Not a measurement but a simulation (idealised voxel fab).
Herein follows the process module entitled voxel self aligned contacts.
Each square cell in cross-section cut measures 5 nm, and the section as a whole is 240 nm wide.
Each cross-section below is a grid of square cells, stated as bands in top-down order, with one or more rows of cells making up each band. Each band's line starts with the height of the band's top and of its bottom, in nm. Then come its materials from left to right, each with its width in nm. One material with "all across" fills the band from edge to edge. "air" is empty space. For the purposes of this specification, 0 denotes the height below which the wafer in its as-received condition is composed wholly of one material, and the lowermost band, lacking a lower limit, extends downward without end, as expressed in "0 nm and below". So if you see something like "30 to 40" for the width, read it as the top row of the band sitting at the first number and the bottom row at the second, with every row in between moving by the same amount as the last. "no alterations made" means the step left every cell of the cross-section as it was. Empty spaces counting at least 8 cells and having no open way to the top are listed in "Closed cavities". The notation width x height at distance is used for each, the distance being from the left edge and all three values in nm. What comes after the settings on a step's line is commentary from the simulator itself on that step. Steps that use a mask can have "overlay nm" on their line. It says how far the mask sat to the right of where it was meant to be. Negative means to the left.
**plan**
1) RECEIVE [material Si]
2) CONFORMAL_DEP [material SiO2] [thk nm 5]
3) DIRECTIONAL_DEP [material polySi] [thk nm 25]
4) DIRECTIONAL_DEP [material SiN] [thk nm 20]
5) DIRECTIONAL_DEP [material aC] [thk nm 15]
6) PATTERN [tone cover] [mask id GATE] [material resist] [width nm 35] [pitch nm 60] [thk nm 30] [overlay nm 0]
7) DIRECTIONAL_ETCH [etch materials aC] [depth nm 15]
8) STRIP [etch materials resist]
9) DIRECTIONAL_ETCH [etch materials SiN] [depth nm 20]
10) DIRECTIONAL_ETCH [etch materials polySi] [depth nm 25]
11) STRIP [etch materials aC]
12) CONFORMAL_DEP [material SiN] [thk nm 5]
13) DIRECTIONAL_ETCH [etch materials SiN] [depth nm 5]
14) FILL_DEP [material SiO2] [thk nm 15]
15) CMP [height nm 55]
16) PATTERN [tone open] [mask id CONTACT] [material resist] [width nm 45] [thk nm 15] [overlay nm 0]
17) DIRECTIONAL_ETCH [etch materials SiO2] [depth nm 55]
18) STRIP [etch materials resist]
19) CONFORMAL_DEP [material TiN] [thk nm 5]
20) FILL_DEP [material W] [thk nm 5]
21) CMP [height nm 55]
22) CONFORMAL_DEP [material SiN] [thk nm 5]
**Here's what the wafer looked like in cross-section when it arrived - that's after step 1**
- 0 nm and below = Si all across
- Closed cavities: none
**Here's the cross-section of the first of our two wafers at the end of the module - it ran as planned**
- 60 nm to 55 nm = SiN all across
- 55 nm to 50 nm = 95 of SiO2; 20 of TiN; 5 of W; 20 of TiN; 100 of SiO2
- 50 nm to 30 nm = 65 of SiO2; 45 of SiN; 5 of TiN; 5 of W; 5 of TiN; 45 of SiN; 70 of SiO2
- 30 nm to 5 nm = 65 of SiO2; 5 of SiN; 35 of polySi; 5 of SiN; 5 of TiN; 5 of W; 5 of TiN; 5 of SiN; 35 of polySi; 5 of SiN; 70 of SiO2
- 5 nm to 0 nm = 110 of SiO2; 15 of TiN; 115 of SiO2
- 0 nm and below = Si all across
- Closed cavities: none
**End-of-module cross-section of the second wafer: identical starting point and process plan to the first, with one processing mistake**
- 60 nm to 55 nm = W all across
- 55 nm to 50 nm = 95 of SiO2; 20 of TiN; 5 of W; 20 of TiN; 100 of SiO2
- 50 nm to 30 nm = 65 of SiO2; 45 of SiN; 5 of TiN; 5 of W; 5 of TiN; 45 of SiN; 70 of SiO2
- 30 nm to 5 nm = 65 of SiO2; 5 of SiN; 35 of polySi; 5 of SiN; 5 of TiN; 5 of W; 5 of TiN; 5 of SiN; 35 of polySi; 5 of SiN; 70 of SiO2
- 5 nm to 0 nm = 110 of SiO2; 15 of TiN; 115 of SiO2
- 0 nm and below = Si all across
- Closed cavities: none
Misprocessing identified: heads up, step 22 didn't go per plan, it actually ran as CONFORMAL_DEP [material W] [thk nm 5]
Wafer comparison, final, in cells, second relative to first, materials more or fewer: -48 SiN | +48 W
